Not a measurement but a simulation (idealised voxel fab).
The process module that follows is named voxel self aligned vias.
The width of the displayed cross-section, cut, is 225 nm; its cells are square, with a size of 5 nm.
We lay out every cross-section as a grid of square cells and spell it out in bands from the top down, where one band means one or more rows of cells. Look at the band entry: it leads with the top's height and the bottom's height in nm. Then it lists the materials left to right, with a width in nm for each. The word "throughout" on a single material says that material fills the band edge to edge. The word "empty" is empty space. Zero point of the height axis is 0; under it, received wafer = one material. Lowest band: continues down indefinitely, "0 and below". The width entry "30 to 40" should be interpreted row by row: the top row of cells in the band takes the first number, the bottom row takes the second number, and the change between adjacent rows is uniform throughout. A step reported as "stayed the same" is a step in which no cell of the cross-section changed. For the entry "Closed voids list", the listed items are empty spaces with no open way to the top whose size is 8 cells or more; each item follows the pattern width x height at distance, where distance is from the left edge and all three are in nm. What comes after the settings on a step's line is commentary from the simulator itself on that step. What "overlay nm" on a step's line means: if the step has a mask, that mask lay this far to the right of its planned place, or, when the value is negative, to the left.
So here's the lineup of process steps we planned:
1) RECEIVE,material Si
2) CONFORMAL_DEP,material SiO2,thk nm 15
3) CONFORMAL_DEP,material SiCN,thk nm 5
4) DIRECTIONAL_DEP,material SiO2,thk nm 20
5) MASKED_ETCH,tone open,mask id LINES,width nm 25,pitch nm 75,etch materials SiO2,depth nm 20,overlay nm 0
6) CONFORMAL_DEP,material TiN,thk nm 5
7) FILL_DEP,material W,thk nm 10
8) CMP,height nm 30
9) SELECTIVE_ETCH,etch materials W Ru TiN,depth nm 5
10) FILL_DEP,material SiN,thk nm 10
11) CMP,height nm 40
12) DIRECTIONAL_DEP,material SiO2,thk nm 15
13) DIRECTIONAL_DEP,material aC,thk nm 10
14) PATTERN,tone open,mask id VIAS,material resist,width nm 45,pitch nm 75,thk nm 30,overlay nm 0
15) DIRECTIONAL_ETCH,etch materials aC,depth nm 10
16) STRIP,etch materials resist
17) DIRECTIONAL_ETCH,etch materials SiO2,depth nm 15
18) DIRECTIONAL_ETCH,etch materials SiN,depth nm 5
19) STRIP,etch materials aC
20) CONFORMAL_DEP,material TiN,thk nm 5
21) FILL_DEP,material Cu,thk nm 10
22) CMP,height nm 55
23) CONFORMAL_DEP,material SiN,thk nm 5
It is noted that the wafers described herein are identical at the outset and are distinguished by the height nm of step 8; the value stated in the plan corresponds to the first wafer.
Sectional view: first of several wafers, as received, after step 1:
0 and below | Si throughout
Closed voids list: none
For your reference, the table is organized with a row per wafer; each row reflects the wafer at the end of the module, indicating for each material the cells gained (+) or lost (-) since receipt, and thereafter its closed voids:
height nm 30; +42 Cu; +45 SiCN; +127 SiN; +286 SiO2; +40 TiN; Closed voids list: none
height nm 35; +42 Cu; +45 SiCN; +82 SiN; +321 SiO2; +44 TiN; +6 W; Closed voids list: none
height nm 40; +34 Cu; +45 SiCN; +45 SiN; +356 SiO2; +48 TiN; +12 W; Closed voids list: none
height nm 45; +28 Cu; +45 SiCN; +45 SiN; +356 SiO2; +48 TiN; +18 W; Closed voids list: none
height nm 50; +28 Cu; +45 SiCN; +45 SiN; +356 SiO2; +48 TiN; +18 W; Closed voids list: none
height nm 55; +28 Cu; +45 SiCN; +45 SiN; +356 SiO2; +48 TiN; +18 W; Closed voids list: none
